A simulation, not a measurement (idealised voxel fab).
process module | voxel double patterning
cross-section cut | 265 nm wide | cells 5 nm
A cross-section is a grid of square cells, given in bands from the top down. A band is one or more rows of cells.
Each band's line starts with the height of the band's top and of its bottom, in nm. Then come its materials from left to right, each with its width in nm. One material with "throughout" fills the band from edge to edge. "air" is empty space.
Height 0 is the level under which the wafer as received is all one material. The lowest band goes on downwards, as in "0 down".
A width such as "30 to 40" changes by the same amount from each row of cells to the next, from the band's top row to its bottom row.
"no change" after a step means that no cell of the cross-section changed.
closed voids: empty space of 8 cells or more with no open way to the top, each as width x height at its distance from the left edge, in nm
after a step's settings: what the simulator itself notes on the step
overlay nm, on a step with a mask: how far to the right of its planned place the mask lay; to the left if negative
plan
1 op RECEIVE | material Si
2 op CONFORMAL_DEP | material SiO2 | thk nm 5
3 op DIRECTIONAL_DEP | material polySi | thk nm 20
4 op DIRECTIONAL_DEP | material SiN | thk nm 5
5 op PATTERN | tone open | mask id FIRST | material resist | width nm 15 | pitch nm 50 | thk nm 15 | overlay nm 0
6 op DIRECTIONAL_ETCH | etch materials SiN | depth nm 5
7 op STRIP | etch materials resist
8 op DIRECTIONAL_DEP | material aC | thk nm 10
9 op PATTERN | tone open | mask id SECOND | material resist | width nm 15 | pitch nm 50 | thk nm 30 | overlay nm 0
10 op DIRECTIONAL_ETCH | etch materials aC | depth nm 10
11 op STRIP | etch materials resist
12 op DIRECTIONAL_ETCH | etch materials SiN | depth nm 5
13 op STRIP | etch materials aC
14 op DIRECTIONAL_ETCH | etch materials polySi | depth nm 20
15 op STRIP | etch materials SiN
as received, after step 1
  0 down: Si throughout
  closed voids: none
a wafer at the end: this start, this plan, one mistake
  20 to 0: polySi 75 | air 15 | polySi 10 | air 15 | polySi 10 | air 15 | polySi 10 | air 15 | polySi 10 | air 15 | polySi 75
  0 down: Si throughout
  closed voids: none
what went wrong: step 2 was left out
